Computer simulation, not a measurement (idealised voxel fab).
Name of the process module below: voxel air gaps
210 nm wide, 5 nm square cells: that's cross-section cut.
Think of the cross-section as a grid of square cells. We describe it in bands, top to bottom, and each band covers one or more rows of those cells. In this notation a band is specified by the heights of its top and bottom, in that order and in nm, after which its materials appear from left to right, each paired with its width in nm. The word "throughout" attached to a single material means that material fills the band from edge to edge; the word "empty" stands for empty space. Note: height 0 marks the level under which the wafer is uniformly one material as received. Lowest band unbounded below, written "z 0 and below". Quick explanation for "30->40": the width changes in equal steps down the rows of cells, from the first number in the band's top row to the second number in its bottom row. The cross-section has no changed cell in any step marked "stayed the same". In the "closed voids" entry, you get each enclosed empty space of 8 cells or more, one with no open way to the top, written width x height at distance, distance from the left edge, in nm. On a step's line, text after the settings is the simulator commenting on that step. A step line may carry the setting "overlay nm", which, for steps involving a mask, states the distance by which the mask lay to the right of its intended position; negative values denote displacement to the left.

### Planned step list for the process
| 1 | RECEIVE, material Si |
| 2 | CONFORMAL_DEP, material SiO2, thk nm 10 |
| 3 | CONFORMAL_DEP, material SiCN, thk nm 5 |
| 4 | DIRECTIONAL_DEP, material SiO2, thk nm 35 |
| 5 | PATTERN, tone open, mask id LINES, material resist, width nm 15, pitch nm 40, thk nm 15, overlay nm 0 |
| 6 | DIRECTIONAL_ETCH, etch materials SiO2, depth nm 35 |
| 7 | STRIP, etch materials resist |
| 8 | CONFORMAL_DEP, material TiN, thk nm 5 |
| 9 | FILL_DEP, material Cu, thk nm 10 |
| 10 | CMP, height nm 50 |
| 11 | EPI, material Ru, thk nm 10 |
| 12 | SELECTIVE_ETCH, etch materials SiO2, depth nm 45 |
| 13 | CONFORMAL_DEP, material SiCN, thk nm 5 |

### As-received wafer cross-section (after step 1)
- z 0 and below  Si throughout
- closed voids: none

### First of two wafers at the end of the module, shown in cross-section; run carried out as planned
- z 65 to 60  40 of empty, then 125 of SiCN, then 45 of empty
- z 60 to 50  40 of empty, then 5 of SiCN, then 35 of Ru, then 5 of SiCN, then 35 of Ru, then 5 of SiCN, then 35 of Ru, then 5 of SiCN, then 45 of empty
- z 50 to 45  40 of empty, then 15 of SiCN, then 5 of TiN, then 5 of Cu, then 5 of TiN, then 25 of SiCN, then 5 of TiN, then 5 of Cu, then 5 of TiN, then 25 of SiCN, then 5 of TiN, then 5 of Cu, then 5 of TiN, then 15 of SiCN, then 45 of empty
- z 45 to 20  50 of empty, then 5 of SiCN, then 5 of TiN, then 5 of Cu, then 5 of TiN, then 5 of SiCN, then 15 of empty, then 5 of SiCN, then 5 of TiN, then 5 of Cu, then 5 of TiN, then 5 of SiCN, then 15 of empty, then 5 of SiCN, then 5 of TiN, then 5 of Cu, then 5 of TiN, then 5 of SiCN, then 55 of empty
- z 20 to 15  55 of SiCN, then 15 of TiN, then 25 of SiCN, then 15 of TiN, then 25 of SiCN, then 15 of TiN, then 60 of SiCN
- z 15 to 10  SiCN throughout
- z 10 to 0  SiO2 throughout
- z 0 and below  Si throughout
- closed voids: 15 x 25 at 75; 15 x 25 at 115

### Wafer two, end of module, cross-section. Same start, same plan as wafer one. One mistake in the run
- z 60 to 55  45 of empty, then 35 of SiCN, then 5 of empty, then 35 of SiCN, then 5 of empty, then 35 of SiCN, then 50 of empty
- z 55 to 50  45 of empty, then 5 of SiCN, then 25 of Ru, then 5 of SiCN, then 5 of empty, then 5 of SiCN, then 25 of Ru, then 5 of SiCN, then 5 of empty, then 5 of SiCN, then 25 of Ru, then 5 of SiCN, then 50 of empty
- z 50 to 45  45 of empty, then 10 of SiCN, then 5 of TiN, then 5 of Cu, then 5 of TiN, then 10 of SiCN, then 5 of empty, then 10 of SiCN, then 5 of TiN, then 5 of Cu, then 5 of TiN, then 10 of SiCN, then 5 of empty, then 10 of SiCN, then 5 of TiN, then 5 of Cu, then 5 of TiN, then 10 of SiCN, then 50 of empty
- z 45 to 20  50 of empty, then 5 of SiCN, then 5 of TiN, then 5 of Cu, then 5 of TiN, then 5 of SiCN, then 15 of empty, then 5 of SiCN, then 5 of TiN, then 5 of Cu, then 5 of TiN, then 5 of SiCN, then 15 of empty, then 5 of SiCN, then 5 of TiN, then 5 of Cu, then 5 of TiN, then 5 of SiCN, then 55 of empty
- z 20 to 15  55 of SiCN, then 15 of TiN, then 25 of SiCN, then 15 of TiN, then 25 of SiCN, then 15 of TiN, then 60 of SiCN
- z 15 to 10  SiCN throughout
- z 10 to 0  SiO2 throughout
- z 0 and below  Si throughout
- closed voids: none
The plan and the run diverged here: step 11 off recipe, ran as EPI, material Ru, thk nm 5
In the final state, the cell counts of the second wafer exceed or fall short of those of the first for the following materials: Ru -27, SiCN -10
Final observation: first wafer, 2 closed voids; second wafer, 0 closed voids.
